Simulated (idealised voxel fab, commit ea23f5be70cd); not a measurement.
The process module that follows is named voxel capacitor over wiring.
This is section cut - it's 235 nm across, gridded in 5 nm square cells.
When this document writes out a cross-section, it uses a grid of square cells and lists it as bands, beginning at the top and moving down, with a band standing for one or more rows of cells.
Quick guide to a band line: top height, bottom height (nm) up front; then every material left to right with its width in nm. Only one material and it's marked "all across"? Then it fills the band edge to edge. And "blank" just means empty space.
Counting heights begins at 0, where everything beneath is, in the wafer as received, one material. The lowest band has no bottom; it goes on downwards, as "z 0 and below" shows.
The notation "30 to 40" denotes a width that varies across the rows of cells in the band, beginning at the first number in the top row, finishing at the second number in the bottom row, and changing by an identical amount from each row to the next.
It should be understood that the words "nothing altered", when stated for a given step, signify that the cross-section underwent no change in any of its cells during that step.
If an empty space has no open way to the top and is at least 8 cells in size, "Voids, enclosed" lists it, written width x height at distance, where distance is measured from the left edge and every value is in nm.
On a step's line, text after the settings is the simulator commenting on that step.
Among the settings permitted on a step's line is "overlay nm"; applied to a step with a mask, it specifies the extent to which the mask lay to the right of its planned position, whereas a negative figure signifies a position to the left.

[So here's the lineup of process steps we planned]
1: RECEIVE with material Si
2: CONFORMAL_DEP with material SiO2, thk nm 15
3: CONFORMAL_DEP with material SiCN, thk nm 5
4: DIRECTIONAL_DEP with material lowk, thk nm 20
5: DIRECTIONAL_DEP with material aC, thk nm 10
6: PATTERN with tone open, mask id METAL_1, material resist, width nm 25, pitch nm 85, thk nm 25, overlay nm 0
7: DIRECTIONAL_ETCH with etch materials aC, depth nm 10
8: STRIP with etch materials resist
9: DIRECTIONAL_ETCH with etch materials lowk, depth nm 20
10: DIRECTIONAL_ETCH with etch materials SiCN, depth nm 5
11: STRIP with etch materials aC
12: CONFORMAL_DEP with material TiN, thk nm 5
13: FILL_DEP with material Cu, thk nm 10
14: CMP with height nm 40
15: CONFORMAL_DEP with material SiCN, thk nm 5
16: DIRECTIONAL_DEP with material SiO2, thk nm 15
17: PATTERN with tone open, mask id PLUG_1, material resist, width nm 15, thk nm 20, overlay nm 0
18: DIRECTIONAL_ETCH with etch materials SiO2, depth nm 15
19: DIRECTIONAL_ETCH with etch materials SiCN, depth nm 5
20: STRIP with etch materials resist
21: CONFORMAL_DEP with material TiN, thk nm 5
22: FILL_DEP with material Ru, thk nm 10
23: CMP with height nm 60
24: DIRECTIONAL_DEP with material TiN, thk nm 5
25: DIRECTIONAL_DEP with material HfO2, thk nm 5
26: DIRECTIONAL_DEP with material TiN, thk nm 5
27: PATTERN with tone cover, mask id UPPER_PLATE, material resist, width nm 65, thk nm 20, overlay nm 0
28: DIRECTIONAL_ETCH with etch materials TiN, depth nm 5
29: DIRECTIONAL_ETCH with etch materials HfO2, depth nm 5
30: STRIP with etch materials resist
31: MASKED_ETCH with tone cover, mask id LOWER_PLATE, width nm 75, etch materials TiN, depth nm 5, overlay nm 0
32: FILL_DEP with material SiO2, thk nm 15
33: CMP with height nm 85
34: PATTERN with tone open, mask id PLUG_2, material resist, width nm 15, thk nm 20, overlay nm 0
35: DIRECTIONAL_ETCH with etch materials SiO2, depth nm 10
36: STRIP with etch materials resist
37: CONFORMAL_DEP with material TiN, thk nm 5
38: FILL_DEP with material W, thk nm 5
39: CMP with height nm 85
40: CONFORMAL_DEP with material SiN, thk nm 5

[Wafer cross-section on receipt, i.e. after step 1]
> z 0 and below: Si all across
> Voids, enclosed: none

[Final wafer profile in cross-section after the module, from the same start and plan as above, with one mistake made during processing]
> z 90 to 85: SiN all across
> z 85 to 80: SiO2 80, then TiN 5, then W 5, then TiN 5, then SiO2 140
> z 80 to 75: SiO2 80, then TiN 15, then SiO2 140
> z 75 to 70: SiO2 all across
> z 70 to 65: SiO2 70, then TiN 65, then SiO2 100
> z 65 to 60: SiO2 70, then HfO2 65, then SiO2 100
> z 60 to 55: SiO2 65, then TiN 75, then SiO2 95
> z 55 to 45: SiO2 70, then TiN 5, then Ru 5, then TiN 5, then SiO2 150
> z 45 to 40: SiCN 70, then TiN 15, then SiCN 150
> z 40 to 20: lowk 60, then TiN 5, then Cu 15, then TiN 5, then lowk 60, then TiN 5, then Cu 15, then TiN 5, then lowk 65
> z 20 to 15: SiCN 60, then TiN 25, then SiCN 60, then TiN 25, then SiCN 65
> z 15 to 0: SiO2 all across
> z 0 and below: Si all across
> Voids, enclosed: none
So what did we get wrong on this run? contrary to plan, step 23 was performed as CMP with height nm 55
